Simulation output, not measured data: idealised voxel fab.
Process module, titled voxel lift off
Shown is cross-section cut, with a width of 170 nm and square cells of size 5 nm.
Reading order for cross-sections: top band down to bottom band. Underlying form: a grid of square cells. Band size: one or more rows of cells.
The band entry comprises the height of the band's top followed by the height of its bottom, expressed in nm, and subsequently the band's materials from left to right, each stated together with its width in nm. Where a single material is marked with the word "all across", that material fills the band from edge to edge. The word "empty" represents empty space.
Heights are expressed relative to 0, this being the level below which the as-received wafer comprises one material exclusively. The lowest band is unbounded in the downward direction and is denoted as in "0 -> down".
A two-number width, for instance "30 to 40", indicates that the width is equal to the first number in the top row of the band and to the second number in the bottom row, and that it changes by a constant amount per row of cells.
What does "nothing changed" mean for a step? It means no cell of the cross-section changed in that step.
Enclosed voids (no open way to top), threshold 8 cells or more, entry "Closed void listing", notation width x height at distance, distance from left edge, nm.
Formally, on a step line, whatever follows the settings is a remark that the simulator itself makes on the step.
"overlay nm" denotes, for a step that has a mask, the displacement of the mask to the right of its planned place, with negative values corresponding to the left.
Quick note on how to read the rest: it's all pairs. You get the cross-section before a process step and the one after, but the after one only goes down as far as the lowest band that changed. The step in between, with its settings, sits under the pair. Heads up, the pairs can come from different runs of this module on the same starting wafer, so don't assume a pair picks up from the one above unless its "Pre-process" entry says it does.
[Pre-process]
* 0 -> down: Si all across
* Closed void listing: none
[Post-Step Section View]
* 15 -> 0: Al2O3 all across
* Unchanged below 0.
* Closed void listing: none
The two cross-sections above bracket this step: CONFORMAL_DEP | material Al2O3 | thk nm 15
Pre-process: see preceding pair, after cross-section.
[Post-Step Section View]
* 45 -> 15: resist (45); empty (25); resist (25); empty (25); resist (50)
* Unchanged below 15.
* Closed void listing: none
The two cross-sections above bracket this step: PATTERN | tone open | mask id LINES | material resist | width nm 25 | pitch nm 50 | thk nm 30 | overlay nm 0
Pre-process: see preceding pair, after cross-section.
[Post-Step Section View]
* 60 -> 45: Ru (45); empty (25); Ru (25); empty (25); Ru (50)
* 45 -> 30: resist (45); empty (25); resist (25); empty (25); resist (50)
* 30 -> 15: resist (45); Ru (25); resist (25); Ru (25); resist (50)
* Unchanged below 15.
* Closed void listing: none
The two cross-sections above bracket this step: DIRECTIONAL_DEP | material Ru | thk nm 15
Pre-process: see preceding pair, after cross-section.
[Post-Step Section View]
* 30 -> 15: empty (45); Ru (25); empty (25); Ru (25); empty (50)
* Unchanged below 15.
* Closed void listing: none
The two cross-sections above bracket this step: STRIP | etch materials resist
Pre-process: see preceding pair, after cross-section.
[Post-Step Section View]
* 35 -> 30: empty (40); SiN (35); empty (15); SiN (35); empty (45)
* 30 -> 20: empty (40); SiN (5); Ru (25); SiN (5); empty (15); SiN (5); Ru (25); SiN (5); empty (45)
* 20 -> 15: SiN (45); Ru (25); SiN (25); Ru (25); SiN (50)
* Unchanged below 15.
* Closed void listing: none
The two cross-sections above bracket this step: CONFORMAL_DEP | material SiN | thk nm 5
[Pre-process]
* 45 -> 15: resist (45); empty (25); resist (25); empty (25); resist (50)
* 15 -> 0: Al2O3 all across
* 0 -> down: Si all across
* Closed void listing: none
[Post-Step Section View]
* 15 -> 0: Al2O3 all across
* Unchanged below 0.
* Closed void listing: none
The two cross-sections above bracket this step: STRIP | etch materials resist
Pre-process: see preceding pair, after cross-section.
[Post-Step Section View]
* 20 -> 15: SiN all across
* Unchanged below 15.
* Closed void listing: none
The two cross-sections above bracket this step: CONFORMAL_DEP | material SiN | thk nm 5
[Pre-process]
* 15 -> 0: Al2O3 all across
* 0 -> down: Si all across
* Closed void listing: none
[Post-Step Section View]
* 30 -> 0: Al2O3 all across
* Unchanged below 0.
* Closed void listing: none
The two cross-sections above bracket this step: CONFORMAL_DEP | material Al2O3 | thk nm 15
Pre-process: see preceding pair, after cross-section.
[Post-Step Section View]
* 60 -> 30: resist (45); empty (25); resist (25); empty (25); resist (50)
* Unchanged below 30.
* Closed void listing: none
The two cross-sections above bracket this step: PATTERN | tone open | mask id LINES | material resist | width nm 25 | pitch nm 50 | thk nm 30 | overlay nm 0
Pre-process: see preceding pair, after cross-section.
[Post-Step Section View]
* 75 -> 60: Ru (45); empty (25); Ru (25); empty (25); Ru (50)
* 60 -> 45: resist (45); empty (25); resist (25); empty (25); resist (50)
* 45 -> 30: resist (45); Ru (25); resist (25); Ru (25); resist (50)
* Unchanged below 30.
* Closed void listing: none
The two cross-sections above bracket this step: DIRECTIONAL_DEP | material Ru | thk nm 15
Pre-process: see preceding pair, after cross-section.
[Post-Step Section View]
* 45 -> 30: empty (45); Ru (25); empty (25); Ru (25); empty (50)
* Unchanged below 30.
* Closed void listing: none
The two cross-sections above bracket this step: STRIP | etch materials resist
Pre-process: see preceding pair, after cross-section.
[Post-Step Section View]
* 50 -> 45: empty (40); SiN (35); empty (15); SiN (35); empty (45)
* 45 -> 35: empty (40); SiN (5); Ru (25); SiN (5); empty (15); SiN (5); Ru (25); SiN (5); empty (45)
* 35 -> 30: SiN (45); Ru (25); SiN (25); Ru (25); SiN (50)
* Unchanged below 30.
* Closed void listing: none
The two cross-sections above bracket this step: CONFORMAL_DEP | material SiN | thk nm 5
[Pre-process]
* 45 -> 15: resist (45); empty (25); resist (25); empty (25); resist (50)
* 15 -> 0: Al2O3 all across
* 0 -> down: Si all across
* Closed void listing: none
[Post-Step Section View]
* 70 -> 45: Ru (45); empty (25); Ru (25); empty (25); Ru (50)
* 45 -> 40: resist (45); empty (25); resist (25); empty (25); resist (50)
* 40 -> 15: resist (45); Ru (25); resist (25); Ru (25); resist (50)
* Unchanged below 15.
* Closed void listing: none
The two cross-sections above bracket this step: DIRECTIONAL_DEP | material Ru | thk nm 25
Pre-process: see preceding pair, after cross-section.
[Post-Step Section View]
* 40 -> 15: empty (45); Ru (25); empty (25); Ru (25); empty (50)
* Unchanged below 15.
* Closed void listing: none
The two cross-sections above bracket this step: STRIP | etch materials resist
Pre-process: see preceding pair, after cross-section.
[Post-Step Section View]
* 45 -> 40: empty (40); SiN (35); empty (15); SiN (35); empty (45)
* 40 -> 20: empty (40); SiN (5); Ru (25); SiN (5); empty (15); SiN (5); Ru (25); SiN (5); empty (45)
* 20 -> 15: SiN (45); Ru (25); SiN (25); Ru (25); SiN (50)
* Unchanged below 15.
* Closed void listing: none
The two cross-sections above bracket this step: CONFORMAL_DEP | material SiN | thk nm 5
[Pre-process]
* 15 -> 0: Al2O3 all across
* 0 -> down: Si all across
* Closed void listing: none
[Post-Step Section View]
* 45 -> 15: resist (50); empty (15); resist (35); empty (15); resist (55)
* Unchanged below 15.
* Closed void listing: none
The two cross-sections above bracket this step: PATTERN | tone open | mask id LINES | material resist | width nm 15 | pitch nm 50 | thk nm 30 | overlay nm 0
Pre-process: see preceding pair, after cross-section.
[Post-Step Section View]
* 60 -> 45: Ru (50); empty (15); Ru (35); empty (15); Ru (55)
* 45 -> 30: resist (50); empty (15); resist (35); empty (15); resist (55)
* 30 -> 15: resist (50); Ru (15); resist (35); Ru (15); resist (55)
* Unchanged below 15.
* Closed void listing: none
The two cross-sections above bracket this step: DIRECTIONAL_DEP | material Ru | thk nm 15
Pre-process: see preceding pair, after cross-section.
[Post-Step Section View]
* 30 -> 15: empty (50); Ru (15); empty (35); Ru (15); empty (55)
* Unchanged below 15.
* Closed void listing: none
The two cross-sections above bracket this step: STRIP | etch materials resist
Pre-process: see preceding pair, after cross-section.
[Post-Step Section View]
* 35 -> 30: empty (45); SiN (25); empty (25); SiN (25); empty (50)
* 30 -> 20: empty (45); SiN (5); Ru (15); SiN (5); empty (25); SiN (5); Ru (15); SiN (5); empty (50)
* 20 -> 15: SiN (50); Ru (15); SiN (35); Ru (15); SiN (55)
* Unchanged below 15.
* Closed void listing: none
The two cross-sections above bracket this step: CONFORMAL_DEP | material SiN | thk nm 5
[Pre-process]
* 15 -> 0: Al2O3 all across
* 0 -> down: Si all across
* Closed void listing: none
[Post-Step Section View]
* 45 -> 15: resist (40); empty (25); resist (25); empty (25); resist (55)
* Unchanged below 15.
* Closed void listing: none
The two cross-sections above bracket this step: PATTERN | tone open | mask id LINES | material resist | width nm 25 | pitch nm 50 | thk nm 30 | overlay nm -5
Pre-process: see preceding pair, after cross-section.
[Post-Step Section View]
* 60 -> 45: Ru (40); empty (25); Ru (25); empty (25); Ru (55)
* 45 -> 30: resist (40); empty (25); resist (25); empty (25); resist (55)
* 30 -> 15: resist (40); Ru (25); resist (25); Ru (25); resist (55)
* Unchanged below 15.
* Closed void listing: none
The two cross-sections above bracket this step: DIRECTIONAL_DEP | material Ru | thk nm 15
Pre-process: see preceding pair, after cross-section.
[Post-Step Section View]
* 30 -> 15: empty (40); Ru (25); empty (25); Ru (25); empty (55)
* Unchanged below 15.
* Closed void listing: none
The two cross-sections above bracket this step: STRIP | etch materials resist
Pre-process: see preceding pair, after cross-section.
[Post-Step Section View]
* 35 -> 30: empty (35); SiN (35); empty (15); SiN (35); empty (50)
* 30 -> 20: empty (35); SiN (5); Ru (25); SiN (5); empty (15); SiN (5); Ru (25); SiN (5); empty (50)
* 20 -> 15: SiN (40); Ru (25); SiN (25); Ru (25); SiN (55)
* Unchanged below 15.
* Closed void listing: none
The two cross-sections above bracket this step: CONFORMAL_DEP | material SiN | thk nm 5
[Pre-process]
* 45 -> 15: resist (45); empty (25); resist (25); empty (25); resist (50)
* 15 -> 0: Al2O3 all across
* 0 -> down: Si all across
* Closed void listing: none
[Post-Step Section View]
* 60 -> 45: Al2O3 (45); empty (25); Al2O3 (25); empty (25); Al2O3 (50)
* 45 -> 30: resist (45); empty (25); resist (25); empty (25); resist (50)
* 30 -> 15: resist (45); Al2O3 (25); resist (25); Al2O3 (25); resist (50)
* Unchanged below 15.
* Closed void listing: none
The two cross-sections above bracket this step: DIRECTIONAL_DEP | material Al2O3 | thk nm 15
Pre-process: see preceding pair, after cross-section.
[Post-Step Section View]
* 30 -> 15: empty (45); Al2O3 (25); empty (25); Al2O3 (25); empty (50)
* Unchanged below 15.
* Closed void listing: none
The two cross-sections above bracket this step: STRIP | etch materials resist
Pre-process: see preceding pair, after cross-section.
[Post-Step Section View]
* 35 -> 30: empty (40); SiN (35); empty (15); SiN (35); empty (45)
* 30 -> 20: empty (40); SiN (5); Al2O3 (25); SiN (5); empty (15); SiN (5); Al2O3 (25); SiN (5); empty (45)
* 20 -> 15: SiN (45); Al2O3 (25); SiN (25); Al2O3 (25); SiN (50)
* Unchanged below 15.
* Closed void listing: none
The two cross-sections above bracket this step: CONFORMAL_DEP | material SiN | thk nm 5
[Pre-process]
* 15 -> 0: Al2O3 all across
* 0 -> down: Si all across
* Closed void listing: none
[Post-Step Section View]
* 45 -> 15: empty (45); resist (25); empty (25); resist (25); empty (50)
* Unchanged below 15.
* Closed void listing: none
The two cross-sections above bracket this step: PATTERN | tone cover | mask id LINES | material resist | width nm 25 | pitch nm 50 | thk nm 30 | overlay nm 0
Pre-process: see preceding pair, after cross-section.
[Post-Step Section View]
* 60 -> 45: empty (45); Ru (25); empty (25); Ru (25); empty (50)
* 45 -> 30: empty (45); resist (25); empty (25); resist (25); empty (50)
* 30 -> 15: Ru (45); resist (25); Ru (25); resist (25); Ru (50)
* Unchanged below 15.
* Closed void listing: none
The two cross-sections above bracket this step: DIRECTIONAL_DEP | material Ru | thk nm 15
Pre-process: see preceding pair, after cross-section.
[Post-Step Section View]
* 30 -> 15: Ru (45); empty (25); Ru (25); empty (25); Ru (50)
* Unchanged below 15.
* Closed void listing: none
The two cross-sections above bracket this step: STRIP | etch materials resist
Pre-process: see preceding pair, after cross-section.
[Post-Step Section View]
* 35 -> 30: SiN (50); empty (15); SiN (35); empty (15); SiN (55)
* 30 -> 20: Ru (45); SiN (5); empty (15); SiN (5); Ru (25); SiN (5); empty (15); SiN (5); Ru (50)
* 20 -> 15: Ru (45); SiN (25); Ru (25); SiN (25); Ru (50)
* Unchanged below 15.
* Closed void listing: none
The two cross-sections above bracket this step: CONFORMAL_DEP | material SiN | thk nm 5
